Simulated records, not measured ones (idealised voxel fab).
Title: Process Module voxel air gaps
Cross-section cut: width 180 nm, square cells of 5 nm.
Heads up, the way a cross-section reads in here is a grid of square cells, handed over as bands from the top down, with every band being one or more rows of cells. Band entry format. Leading values: height of top, height of bottom, nm. Remainder: materials in left-to-right order, each with its width in nm. Special words: "throughout" on a single material, which then fills the band edge to edge; "blank", empty space. Height 0 is the level under which the wafer as received is all one material. The lowest band goes on downwards, as in "top 0, no bottom". Think of "30->40" as a width that walks from the first number to the second as you go down the band, top row to bottom row, taking equal-sized steps from row to row. "everything unchanged" -> step changed no cross-section cell. What "Voids lacking openings" gives you is every empty space of 8 cells or more that is cut off from the top. Each appears as width x height at distance, with the distance taken from the left edge and width, height and distance all in nm. On a step's line, text after the settings is the simulator commenting on that step. overlay nm: mask right of planned place by this much (step with mask). Neg. = left.

-- Intended process steps
step 1: RECEIVE [material Si]
step 2: CONFORMAL_DEP [material SiO2] [thk nm 10]
step 3: CONFORMAL_DEP [material SiN] [thk nm 5]
step 4: DIRECTIONAL_DEP [material SiO2] [thk nm 40]
step 5: MASKED_ETCH [tone open] [mask id LINES] [width nm 25] [pitch nm 55] [etch materials SiO2] [depth nm 40] [overlay nm 0]
step 6: CONFORMAL_DEP [material TiN] [thk nm 5]
step 7: FILL_DEP [material Ru] [thk nm 10]
step 8: CMP [height nm 55]
step 9: EPI [material Ru] [thk nm 10]
step 10: SELECTIVE_ETCH [etch materials SiO2] [depth nm 50]
step 11: CONFORMAL_DEP [material SiCN] [thk nm 5]

-- Incoming wafer in cross-section (state: after step 1)
- top 0, no bottom | Si throughout
- Voids lacking openings: none

-- Cross-section at module end, one run error; start and plan unchanged from above
- top 80, bottom 75 | SiCN throughout
- top 75, bottom 55 | Ru (175) / SiCN (5)
- top 55, bottom 50 | SiO2 (20) / TiN (5) / Ru (15) / TiN (5) / SiO2 (30) / TiN (5) / Ru (15) / TiN (5) / SiO2 (30) / TiN (5) / Ru (15) / TiN (5) / SiCN (25)
- top 50, bottom 20 | SiO2 (20) / TiN (5) / Ru (15) / TiN (5) / SiO2 (30) / TiN (5) / Ru (15) / TiN (5) / SiO2 (30) / TiN (5) / Ru (15) / TiN (5) / SiCN (5) / blank (20)
- top 20, bottom 15 | SiO2 (20) / TiN (25) / SiO2 (30) / TiN (25) / SiO2 (30) / TiN (25) / SiCN (25)
- top 15, bottom 10 | SiN throughout
- top 10, bottom 0 | SiO2 throughout
- top 0, no bottom | Si throughout
- Voids lacking openings: 20 x 30 at 160
Where did the run depart from the plan? the plan had its step 9 run twice
